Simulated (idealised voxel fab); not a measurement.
process module | voxel transistor to metal
cross-section cut | 185 nm wide | cells 5 nm
A cross-section is a grid of square cells, given in bands from the top down. A band is one or more rows of cells.
Each band's line starts with the height of the band's top and of its bottom, in nm. Then come its materials from left to right, each with its width in nm. One material with "throughout" fills the band from edge to edge. "air" is empty space.
Height 0 is the level under which the wafer as received is all one material. The lowest band goes on downwards, as in "0 down".
A width such as "30 to 40" changes by the same amount from each row of cells to the next, from the band's top row to its bottom row.
"no change" after a step means that no cell of the cross-section changed.
closed voids: empty space of 8 cells or more with no open way to the top, each as width x height at its distance from the left edge, in nm
after a step's settings: what the simulator itself notes on the step
overlay nm, on a step with a mask: how far to the right of its planned place the mask lay; to the left if negative
plan
1 op RECEIVE | material Si
2 op CONFORMAL_DEP | material SiO2 | thk nm 5
3 op CONFORMAL_DEP | material SiN | thk nm 10
4 op MASKED_ETCH | tone cover | mask id ACTIVE | width nm 100 | etch materials SiN | depth nm 10 | overlay nm 0
5 op MASKED_ETCH | tone cover | mask id ACTIVE | width nm 100 | etch materials SiO2 | depth nm 5 | overlay nm 0
6 op MASKED_ETCH | tone cover | mask id ACTIVE | width nm 100 | etch materials Si | depth nm 30 | overlay nm 0
7 op FILL_DEP | material SiO2 | thk nm 15
8 op CMP | height nm 15
9 op SELECTIVE_ETCH | etch materials SiO2 | depth nm 5
10 op STRIP | etch materials SiN
11 op SELECTIVE_ETCH | etch materials SiO2 | depth nm 5
12 op OXIDIZE | depth nm 5
13 op DIRECTIONAL_DEP | material polySi | thk nm 30
14 op DIRECTIONAL_DEP | material SiCN | thk nm 15
15 op MASKED_ETCH | tone cover | mask id GATE | width nm 20 | etch materials SiCN | depth nm 25 | overlay nm 0
16 op MASKED_ETCH | tone cover | mask id GATE | width nm 20 | etch materials polySi | depth nm 40 | overlay nm 0
17 op CONFORMAL_DEP | material SiN | thk nm 10
18 op DIRECTIONAL_ETCH | etch materials SiN | depth nm 10
19 op DIRECTIONAL_ETCH | etch materials SiO2 | depth nm 5
20 op DIRECTIONAL_ETCH | etch materials Si | depth nm 5
21 op EPI | material SiGe | thk nm 5
22 op FILL_DEP | material SiO2 | thk nm 10
23 op CMP | height nm 45
24 op DIRECTIONAL_DEP | material SiO2 | thk nm 10
25 op MASKED_ETCH | tone open | mask id CONTACT | width nm 20 | pitch nm 70 | etch materials SiO2 | depth nm 60 | overlay nm 0
26 op CONFORMAL_DEP | material TiN | thk nm 5
27 op FILL_DEP | material Ru | thk nm 10
28 op CMP | height nm 55
29 op CONFORMAL_DEP | material SiN | thk nm 5
30 op DIRECTIONAL_DEP | material SiO2 | thk nm 15
31 op PATTERN | tone open | mask id METAL_1 | material resist | width nm 20 | pitch nm 70 | thk nm 15 | overlay nm 0
32 op DIRECTIONAL_ETCH | etch materials SiO2 | depth nm 15
33 op DIRECTIONAL_ETCH | etch materials SiN | depth nm 5
34 op STRIP | etch materials resist
35 op CONFORMAL_DEP | material TiN | thk nm 5
36 op FILL_DEP | material Cu | thk nm 10
37 op CMP | height nm 75
38 op CONFORMAL_DEP | material SiCN | thk nm 5
39 op DIRECTIONAL_DEP | material lowk | thk nm 30
40 op MASKED_ETCH | tone open | mask id METAL_2_HOLES | width nm 15 | pitch nm 70 | etch materials lowk | depth nm 30 | overlay nm 0
41 op MASKED_ETCH | tone open | mask id METAL_2 | width nm 20 | pitch nm 70 | etch materials lowk | depth nm 15 | overlay nm 0
42 op MASKED_ETCH | tone open | mask id METAL_2 | width nm 20 | pitch nm 70 | etch materials SiCN | depth nm 5 | overlay nm 0
43 op CONFORMAL_DEP | material TiN | thk nm 5
44 op FILL_DEP | material Cu | thk nm 5
45 op CMP | height nm 110
46 op CONFORMAL_DEP | material SiN | thk nm 5
as received, after step 1
  0 down: Si throughout
  closed voids: none
a wafer at the end: this start, this plan, one mistake
  115 to 110: SiN throughout
  110 to 100: lowk 45 | TiN 5 | Cu 5 | TiN 5 | lowk 55 | TiN 5 | Cu 5 | TiN 5 | lowk 55
  100 to 95: lowk 45 | TiN 15 | lowk 55 | TiN 15 | lowk 55
  95 to 80: lowk throughout
  80 to 75: SiCN throughout
  75 to 60: SiO2 45 | TiN 5 | Cu 10 | TiN 5 | SiO2 50 | TiN 5 | Cu 10 | TiN 5 | SiO2 50
  60 to 55: SiN 45 | TiN 20 | SiN 50 | TiN 20 | SiN 50
  55 to 45: SiO2 45 | TiN 5 | Ru 10 | TiN 5 | SiO2 50 | TiN 5 | Ru 10 | TiN 5 | SiO2 50
  45 to 30: SiO2 45 | TiN 5 | Ru 10 | TiN 5 | SiO2 5 | SiN 10 | SiCN 20 | SiN 10 | SiO2 5 | TiN 5 | Ru 10 | TiN 5 | SiO2 50
  30 to 5: SiO2 45 | TiN 5 | Ru 10 | TiN 5 | SiO2 5 | SiN 10 | polySi 20 | SiN 10 | SiO2 5 | TiN 5 | Ru 10 | TiN 5 | SiO2 50
  5 to 0: SiO2 35 | SiN 10 | TiN 10 | Ru 5 | TiN 5 | SiO2 5 | SiN 10 | polySi 20 | SiN 10 | SiO2 5 | TiN 5 | Ru 5 | TiN 10 | SiN 10 | SiO2 40
  0 to -5: SiO2 45 | SiGe 5 | TiN 15 | SiGe 5 | SiO2 40 | SiGe 5 | TiN 15 | SiGe 5 | SiO2 50
  -5 to -10: SiO2 40 | Si 5 | SiGe 25 | Si 40 | SiGe 25 | Si 5 | SiO2 45
  -10 to -30: SiO2 40 | Si 100 | SiO2 45
  -30 down: Si throughout
  closed voids: none
what went wrong: step 39 was run twice
